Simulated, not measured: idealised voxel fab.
Title: Process Module voxel released beams
Square cell edge 5 nm, section width 200 nm, ID cut.
Reading order for cross-sections: top band down to bottom band. Underlying form: a grid of square cells. Band size: one or more rows of cells. First you get the band's top height and its bottom height, in nm, and then the materials it's made of, left to right, with each width in nm. If you see a single material with "all across", that one covers the band edge to edge. "empty" is empty space. Heads up on the height convention: 0 is the point under which the incoming wafer is all one material, and the lowest band has no bottom, it just keeps going down, like "top 0, no bottom". The two numbers in a width such as "30 to 40" mark its ends across the band: the first belongs to the top row of cells, the second to the bottom row, and from each row to the next the width moves by the same amount. "no change occurred" -> step changed no cross-section cell. The entry titled "Closed void roster" provides the empty spaces that have no open way to the top, restricted to those of 8 cells or more. Each is presented as width x height at distance, the distance being measured from the left edge, with all three in nm. Whatever follows a step's settings on its line is a remark the simulator itself makes about that step. The optional step-line setting "overlay nm" applies to steps with a mask and quantifies how far to the right of its planned location the mask lay, a negative value indicating leftward placement.
Here's what the planned process steps look like:
1,RECEIVE, material Si
2,CONFORMAL_DEP, material Al2O3, thk nm 5
3,DIRECTIONAL_DEP, material SiO2, thk nm 15
4,DIRECTIONAL_DEP, material aC, thk nm 10
5,PATTERN, tone open, mask id ANCHOR, material resist, width nm 25, thk nm 30, overlay nm 0
6,DIRECTIONAL_ETCH, etch materials aC, depth nm 10
7,STRIP, etch materials resist
8,DIRECTIONAL_ETCH, etch materials SiO2, depth nm 15
9,STRIP, etch materials aC
10,CONFORMAL_DEP, material W, thk nm 10
11,PATTERN, tone cover, mask id BEAM, material resist, width nm 70, thk nm 15, overlay nm 0
12,DIRECTIONAL_ETCH, etch materials W, depth nm 10
13,STRIP, etch materials resist
14,STRIP, etch materials SiO2
The cross-section here shows the wafer as received, i.e. in its state after step 1:
	top 0, no bottom  Si all across
	Closed void roster: none
Wafer cross-section at end of module: start and plan as shown above, one execution error:
	top 30, bottom 20  60 nm empty, 40 nm W, 100 nm empty
	top 20, bottom 15  55 nm empty, 10 nm W, 25 nm SiO2, 10 nm W, 100 nm empty
	top 15, bottom 5  55 nm empty, 10 nm W, 25 nm SiO2, 40 nm W, 70 nm empty
	top 5, bottom 0  Al2O3 all across
	top 0, no bottom  Si all across
	Closed void roster: none
Which mistake was made when the wafer was run? step 5 did not use the planned setting and instead ran as PATTERN, tone cover, mask id ANCHOR, material resist, width nm 25, thk nm 30, overlay nm 0
